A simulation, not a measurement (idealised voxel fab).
Process module, titled voxel double patterning
cross-section cut | 245 nm wide | cells 5 nm
If you're reading a cross-section in this doc, picture square cells in a grid; it comes to you as bands, top ones listed first down to the bottom, and a band can be one or more rows of cells. First you get the band's top height and its bottom height, in nm, and then the materials it's made of, left to right, with each width in nm. If you see a single material with "edge to edge", that one covers the band edge to edge. "empty" is empty space. Zero point of the height axis is 0; under it, received wafer = one material. Lowest band: continues down indefinitely, "z 0 and below". The notation "30->40" denotes a width that varies across the rows of cells in the band, beginning at the first number in the top row, finishing at the second number in the bottom row, and changing by an identical amount from each row to the next. A step reported as "no modification" is a step in which no cell of the cross-section changed. So "Closed internal cavities" is basically the list of trapped voids: any empty space of 8 cells or more that can't reach the top through an opening. They're written width x height at distance, the distance being from the left edge, and it's all nm. The remark found on a step's line after its settings is issued by the simulator itself and pertains to that step. A step's line can hold "overlay nm"; with a mask on that step, the setting says how far right of the planned place the mask lay, while a negative setting says it lay to the left.

# The steps planned for the process are as follows
1. RECEIVE,material Si
2. CONFORMAL_DEP,material SiO2,thk nm 10
3. DIRECTIONAL_DEP,material W,thk nm 10
4. DIRECTIONAL_DEP,material SiN,thk nm 10
5. DIRECTIONAL_DEP,material aC,thk nm 10
6. PATTERN,tone open,mask id FIRST,material resist,width nm 15,pitch nm 50,thk nm 25,overlay nm 0
7. DIRECTIONAL_ETCH,etch materials aC,depth nm 10
8. STRIP,etch materials resist
9. DIRECTIONAL_ETCH,etch materials SiN,depth nm 10
10. STRIP,etch materials aC
11. MASKED_ETCH,tone open,mask id SECOND,width nm 15,etch materials SiN,depth nm 10,overlay nm 0
12. DIRECTIONAL_ETCH,etch materials W,depth nm 10
13. STRIP,etch materials SiN

# As-received state of the wafer in cross-section, equivalent to post-step 1
> z 0 and below  Si edge to edge
> Closed internal cavities: none

# The first of two wafers, cross-sectioned at the end of the module, with the run proceeding as planned
> z 20 to 10  90 of W / 15 of empty / 10 of W / 15 of empty / 10 of W / 15 of empty / 90 of W
> z 10 to 0  SiO2 edge to edge
> z 0 and below  Si edge to edge
> Closed internal cavities: none

# Presented here is a cross-section of the second of the two wafers as it stood at the end of the module. It was started in the same manner and assigned the same plan as the first wafer; however, one mistake was made in its execution
> z 30 to 20  SiO2 edge to edge
> z 20 to 10  W edge to edge
> z 10 to 0  SiO2 edge to edge
> z 0 and below  Si edge to edge
> Closed internal cavities: none
Diagnosis: not per plan at step 4, really ran DIRECTIONAL_DEP,material SiO2,thk nm 10
End check, counted in cells, second wafer has more or fewer of these materials than the first: +98 SiO2 | +18 W
